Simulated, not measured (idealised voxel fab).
The process module that follows is named voxel gate over fins.
Xsec cut, 145 nm wide, square cell size 5 nm.
Format of a cross-section: grid, square cells. Given as bands. Order: top down. Band: one or more rows of cells. Band entry format. Leading values: height of top, height of bottom, nm. Remainder: materials in left-to-right order, each with its width in nm. Special words: "everywhere" on a single material, which then fills the band edge to edge; "empty", empty space. Note: height 0 marks the level under which the wafer is uniformly one material as received. Lowest band unbounded below, written "0 and below". With a width like "30->40", each row of cells in the band differs from the next by the same amount, the top row carrying the first number and the bottom row the second. "nothing different" means the step left every cell of the cross-section as it was. Heads up: "Closed void register" only lists the empty pockets with no open path to the top that are 8 cells or more, and it writes them as width x height at distance, distance from the left edge, in nm. Note: text after step settings on the step line = simulator remark on that step. Steps that use a mask can have "overlay nm" on their line. It says how far the mask sat to the right of where it was meant to be. Negative means to the left.

# Set out below are the planned steps of the process
1) RECEIVE: material Si
2) CONFORMAL_DEP: material SiN, thk nm 10
3) MASKED_ETCH: tone cover, mask id FINS, width nm 15, pitch nm 45, etch materials SiN, depth nm 10, overlay nm 0
4) MASKED_ETCH: tone cover, mask id FINS, width nm 15, pitch nm 45, etch materials Si, depth nm 35, overlay nm 0
5) OXIDIZE: depth nm 5
6) FILL_DEP: material SiO2, thk nm 10
7) CMP: height nm 10
8) SELECTIVE_ETCH: etch materials SiO2, depth nm 25
9) STRIP: etch materials SiN
10) CONFORMAL_DEP: material HfO2, thk nm 5
11) CONFORMAL_DEP: material TiN, thk nm 5
12) CONFORMAL_DEP: material TiAl, thk nm 5
13) CONFORMAL_DEP: material TiN, thk nm 5
14) FILL_DEP: material W, thk nm 10
15) CMP: height nm 25
16) CONFORMAL_DEP: material SiCN, thk nm 10
The plan shows the width nm of step 3 as the first wafer had it; this setting differs between the wafers, which start out alike.

# Received wafers, first of several: cross-section after step 1
  0 and below: Si everywhere
  Closed void register: none

# The rows of the table below are wafers. Looking at the end of the module, a row counts, for every material, the cells the wafer has gained, shown as (+), or lost, shown as (-), since it was received; its closed voids come next
width nm 15 | +47 HfO2 | -208 Si | +58 SiCN | +130 SiO2 | +47 TiAl | +94 TiN | +35 W | Closed void register: none
width nm 20 | +47 HfO2 | -184 Si | +58 SiCN | +115 SiO2 | +47 TiAl | +88 TiN | +32 W | Closed void register: none
width nm 25 | +47 HfO2 | -160 Si | +58 SiCN | +100 SiO2 | +47 TiAl | +82 TiN | +29 W | Closed void register: none
